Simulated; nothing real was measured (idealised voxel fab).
Title: Process Module voxel gate over fins
We display cut, a cross-section 165 nm in width whose square cells are each 5 nm.
Cross-section = grid of square cells, listed top down in bands; band = one or more rows. It is stipulated that each band's entry specify, in nanometres, the height of the top of the band and then that of its bottom, followed by the materials of the band in left-to-right sequence, each together with its width in nanometres. A single material marked by the word "everywhere" is understood to fill the band from edge to edge; the word "blank" is understood to denote empty space. Heights are measured from 0, the level below which the as-received wafer is all one material; the lowest band has no bottom and continues downward, written as in "0 -> down". The two numbers in a width such as "30->40" mark its ends across the band: the first belongs to the top row of cells, the second to the bottom row, and from each row to the next the width moves by the same amount. "nothing changed" for a step: no cell of the cross-section changed in that step. In "Sealed void list" the enclosed voids are listed, meaning empty spaces of 8 cells or larger without any opening to the top. The form is width x height at distance, distance from the left edge, units nm. That trailing text on a step's line, after the settings, is the simulator's own remark on the step. Each step line may optionally specify "overlay nm", which for a step with a mask gives the rightward distance between the mask's planned place and where it lay, a negative value indicating the leftward direction.
## This section lists the process steps that were planned
1) RECEIVE: material Si
2) CONFORMAL_DEP: material SiN, thk nm 10
3) MASKED_ETCH: tone cover, mask id FINS, width nm 15, pitch nm 35, etch materials SiN, depth nm 10, overlay nm 0
4) MASKED_ETCH: tone cover, mask id FINS, width nm 15, pitch nm 35, etch materials Si, depth nm 30, overlay nm 0
5) OXIDIZE: depth nm 5
6) FILL_DEP: material SiO2, thk nm 5
7) CMP: height nm 10
8) SELECTIVE_ETCH: etch materials SiO2, depth nm 20
9) STRIP: etch materials SiN
10) CONFORMAL_DEP: material HfO2, thk nm 5
11) CONFORMAL_DEP: material TiN, thk nm 5
12) FILL_DEP: material W, thk nm 10
13) CMP: height nm 15
14) CONFORMAL_DEP: material SiN, thk nm 10
## Cross-section of the wafer as it came to us, i.e., already through step 1
0 -> down | Si everywhere
Sealed void list: none
## Run as planned - first of the two wafers cross-sectioned at the end of the module
25 -> 15 | SiN everywhere
15 -> 10 | W everywhere
10 -> 5 | 35 nm W / 25 nm TiN / 10 nm W / 25 nm TiN / 10 nm W / 25 nm TiN / 35 nm W
5 -> 0 | 35 nm W / 5 nm TiN / 15 nm HfO2 / 5 nm TiN / 10 nm W / 5 nm TiN / 15 nm HfO2 / 5 nm TiN / 10 nm W / 5 nm TiN / 15 nm HfO2 / 5 nm TiN / 35 nm W
0 -> -5 | 40 nm TiN / 5 nm HfO2 / 5 nm Si / 5 nm HfO2 / 20 nm TiN / 5 nm HfO2 / 5 nm Si / 5 nm HfO2 / 20 nm TiN / 5 nm HfO2 / 5 nm Si / 5 nm HfO2 / 40 nm TiN
-5 -> -10 | 45 nm HfO2 / 5 nm Si / 30 nm HfO2 / 5 nm Si / 30 nm HfO2 / 5 nm Si / 45 nm HfO2
-10 -> -35 | 45 nm SiO2 / 5 nm Si / 30 nm SiO2 / 5 nm Si / 30 nm SiO2 / 5 nm Si / 45 nm SiO2
-35 -> down | Si everywhere
Sealed void list: none
## Second of two wafers, module complete, sectioned: it shares the first wafer's start and plan but was run with one mistake
25 -> 15 | SiN everywhere
15 -> 10 | W everywhere
10 -> 5 | 35 nm W / 25 nm HfO2 / 10 nm W / 25 nm HfO2 / 10 nm W / 25 nm HfO2 / 35 nm W
5 -> 0 | 35 nm W / 5 nm HfO2 / 15 nm TiN / 5 nm HfO2 / 10 nm W / 5 nm HfO2 / 15 nm TiN / 5 nm HfO2 / 10 nm W / 5 nm HfO2 / 15 nm TiN / 5 nm HfO2 / 35 nm W
0 -> -5 | 40 nm HfO2 / 5 nm TiN / 5 nm Si / 5 nm TiN / 20 nm HfO2 / 5 nm TiN / 5 nm Si / 5 nm TiN / 20 nm HfO2 / 5 nm TiN / 5 nm Si / 5 nm TiN / 40 nm HfO2
-5 -> -10 | 45 nm TiN / 5 nm Si / 30 nm TiN / 5 nm Si / 30 nm TiN / 5 nm Si / 45 nm TiN
-10 -> -35 | 45 nm SiO2 / 5 nm Si / 30 nm SiO2 / 5 nm Si / 30 nm SiO2 / 5 nm Si / 45 nm SiO2
-35 -> down | Si everywhere
Sealed void list: none
Diagnosis: plan vs actual: 10 and 11 interchanged
Matching per-material cell counts, mismatched positions: that is how the second wafer compares with the first at the end.
